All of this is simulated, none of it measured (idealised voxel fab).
process module | voxel capacitor over wiring
cross-section cut | 275 nm wide | cells 5 nm
A cross-section is a grid of square cells, given in bands from the top down. A band is one or more rows of cells.
Each band's line starts with the height of the band's top and of its bottom, in nm. Then come its materials from left to right, each with its width in nm. One material with "throughout" fills the band from edge to edge. "air" is empty space.
Height 0 is the level under which the wafer as received is all one material. The lowest band goes on downwards, as in "0 down".
A width such as "30 to 40" changes by the same amount from each row of cells to the next, from the band's top row to its bottom row.
"no change" after a step means that no cell of the cross-section changed.
closed voids: empty space of 8 cells or more with no open way to the top, each as width x height at its distance from the left edge, in nm
after a step's settings: what the simulator itself notes on the step
overlay nm, on a step with a mask: how far to the right of its planned place the mask lay; to the left if negative
plan
1 op RECEIVE | material Si
2 op CONFORMAL_DEP | material SiO2 | thk nm 10
3 op DIRECTIONAL_DEP | material TiN | thk nm 5
4 op DIRECTIONAL_DEP | material W | thk nm 20
5 op PATTERN | tone cover | mask id METAL_1 | material resist | width nm 30 | pitch nm 95 | thk nm 15 | overlay nm 0
6 op DIRECTIONAL_ETCH | etch materials W | depth nm 10
7 op DIRECTIONAL_ETCH | etch materials TiN | depth nm 5
8 op STRIP | etch materials resist
9 op FILL_DEP | material lowk | thk nm 10
10 op CMP | height nm 35
11 op CONFORMAL_DEP | material SiCN | thk nm 5
12 op DIRECTIONAL_DEP | material lowk | thk nm 10
13 op DIRECTIONAL_DEP | material aC | thk nm 15
14 op PATTERN | tone open | mask id PLUG_1 | material resist | width nm 15 | thk nm 35 | overlay nm 0
15 op DIRECTIONAL_ETCH | etch materials aC | depth nm 15
16 op STRIP | etch materials resist
17 op DIRECTIONAL_ETCH | etch materials lowk | depth nm 10
18 op DIRECTIONAL_ETCH | etch materials SiCN | depth nm 5
19 op STRIP | etch materials aC
20 op EPI | material Ru | thk nm 10
21 op EPI | material Ru | thk nm 5
22 op DIRECTIONAL_DEP | material TiN | thk nm 10
23 op DIRECTIONAL_DEP | material SiN | thk nm 5
24 op DIRECTIONAL_DEP | material TiN | thk nm 5
25 op MASKED_ETCH | tone cover | mask id UPPER_PLATE | width nm 70 | etch materials TiN | depth nm 5 | overlay nm 0
26 op MASKED_ETCH | tone cover | mask id UPPER_PLATE | width nm 70 | etch materials SiN | depth nm 5 | overlay nm 0
27 op MASKED_ETCH | tone cover | mask id LOWER_PLATE | width nm 80 | etch materials TiN | depth nm 10 | overlay nm 0
28 op FILL_DEP | material SiO2 | thk nm 15
29 op CMP | height nm 80
30 op DIRECTIONAL_DEP | material aC | thk nm 10
31 op PATTERN | tone open | mask id PLUG_2 | material resist | width nm 15 | thk nm 25 | overlay nm 0
32 op DIRECTIONAL_ETCH | etch materials aC | depth nm 10
33 op STRIP | etch materials resist
34 op DIRECTIONAL_ETCH | etch materials SiO2 | depth nm 10
35 op STRIP | etch materials aC
36 op CONFORMAL_DEP | material TiN | thk nm 5
37 op FILL_DEP | material Cu | thk nm 10
38 op CMP | height nm 80
39 op CONFORMAL_DEP | material SiCN | thk nm 5
varied across the wafers: depth nm of step 6. The plan shows the first wafer's value. All wafers start alike
first wafer as received, after step 1
  0 down: Si throughout
  closed voids: none
first wafer at the end, after step 39
  85 to 80: SiCN throughout
  80 to 75: SiO2 100 | TiN 5 | Cu 5 | TiN 5 | SiO2 160
  75 to 65: SiO2 100 to 90 | TiN 15 to 70 | SiO2 160 to 115
  65 to 60: SiO2 90 | SiN 70 | SiO2 115
  60 to 50: SiO2 85 | TiN 80 | SiO2 110
  50 to 40: lowk 90 | Ru 15 | lowk 170
  40 to 35: SiCN 90 | Ru 15 | SiCN 170
  35 to 25: lowk 75 | W 30 | lowk 65 | W 30 | lowk 75
  25 to 15: W throughout
  15 to 10: TiN throughout
  10 to 0: SiO2 throughout
  0 down: Si throughout
  closed voids: none
last wafer at the end
  85 to 80: SiCN throughout
  80 to 75: SiO2 100 | TiN 5 | Cu 5 | TiN 5 | SiO2 160
  75 to 65: SiO2 100 to 90 | TiN 15 to 70 | SiO2 160 to 115
  65 to 60: SiO2 90 | SiN 70 | SiO2 115
  60 to 50: SiO2 85 | TiN 80 | SiO2 110
  50 to 40: lowk 90 | Ru 15 | lowk 170
  40 to 35: SiCN 90 | Ru 15 | SiCN 170
  35 to 15: lowk 75 | W 30 | lowk 65 | W 30 | lowk 75
  15 to 10: lowk 75 | TiN 30 | lowk 65 | TiN 30 | lowk 75
  10 to 0: SiO2 throughout
  0 down: Si throughout
  closed voids: none
each wafer at the end: cells of each material gained (+) or lost (-) since it was received, then its closed voids
depth nm 10 | +1 Cu | +9 Ru | +107 SiCN | +14 SiN | +374 SiO2 | +106 TiN | +134 W | +190 lowk | closed voids: none
depth nm 15 | +1 Cu | +9 Ru | +107 SiCN | +14 SiN | +374 SiO2 | +106 TiN | +91 W | +233 lowk | closed voids: none
depth nm 20 | +1 Cu | +9 Ru | +107 SiCN | +14 SiN | +374 SiO2 | +63 TiN | +48 W | +319 lowk | closed voids: none
depth nm 25 | +1 Cu | +9 Ru | +107 SiCN | +14 SiN | +374 SiO2 | +63 TiN | +48 W | +319 lowk | closed voids: none
depth nm 30 | +1 Cu | +9 Ru | +107 SiCN | +14 SiN | +374 SiO2 | +63 TiN | +48 W | +319 lowk | closed voids: none
depth nm 35 | +1 Cu | +9 Ru | +107 SiCN | +14 SiN | +374 SiO2 | +63 TiN | +48 W | +319 lowk | closed voids: none
